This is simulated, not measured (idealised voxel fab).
process module | voxel ribs on slabs
cross-section cut | 300 nm wide | cells 5 nm
A cross-section is a grid of square cells, given in bands from the top down. A band is one or more rows of cells.
Each band's line starts with the height of the band's top and of its bottom, in nm. Then come its materials from left to right, each with its width in nm. One material with "throughout" fills the band from edge to edge. "air" is empty space.
Height 0 is the level under which the wafer as received is all one material. The lowest band goes on downwards, as in "0 down".
A width such as "30 to 40" changes by the same amount from each row of cells to the next, from the band's top row to its bottom row.
"no change" after a step means that no cell of the cross-section changed.
closed voids: empty space of 8 cells or more with no open way to the top, each as width x height at its distance from the left edge, in nm
after a step's settings: what the simulator itself notes on the step
overlay nm, on a step with a mask: how far to the right of its planned place the mask lay; to the left if negative
plan
1 op RECEIVE | material Si
2 op DIRECTIONAL_DEP | material SiO2 | thk nm 25
3 op DIRECTIONAL_DEP | material SiN | thk nm 15
4 op PATTERN | tone cover | mask id RIB | material resist | width nm 25 | thk nm 20 | overlay nm 0
5 op DIRECTIONAL_ETCH | etch materials SiN | depth nm 5
6 op STRIP | etch materials resist
7 op PATTERN | tone cover | mask id SLAB | material resist | width nm 85 | thk nm 15 | overlay nm -15
8 op DIRECTIONAL_ETCH | etch materials SiN | depth nm 10
9 op STRIP | etch materials resist
10 op FILL_DEP | material SiO2 | thk nm 25
11 op CMP | height nm 60
12 op DIRECTIONAL_DEP | material W | thk nm 5
13 op PATTERN | tone cover | mask id HEATER | material resist | width nm 35 | thk nm 15 | overlay nm 0
14 op DIRECTIONAL_ETCH | etch materials W | depth nm 5
15 op STRIP | etch materials resist
16 op CONFORMAL_DEP | material SiO2 | thk nm 5
varied across the wafers: overlay nm of step 7. The plan shows the first wafer's value. All wafers start alike
first wafer as received, after step 1
  0 down: Si throughout
  closed voids: none
each wafer at the end: cells of each material gained (+) or lost (-) since it was received, then its closed voids
overlay nm -15 | +39 SiN | +743 SiO2 | +7 W | closed voids: none
overlay nm -10 | +39 SiN | +743 SiO2 | +7 W | closed voids: none
overlay nm -5 | +39 SiN | +743 SiO2 | +7 W | closed voids: none
overlay nm 0 | +39 SiN | +743 SiO2 | +7 W | closed voids: none
overlay nm 5 | +39 SiN | +743 SiO2 | +7 W | closed voids: none
overlay nm 10 | +39 SiN | +743 SiO2 | +7 W | closed voids: none
overlay nm 15 | +39 SiN | +743 SiO2 | +7 W | closed voids: none
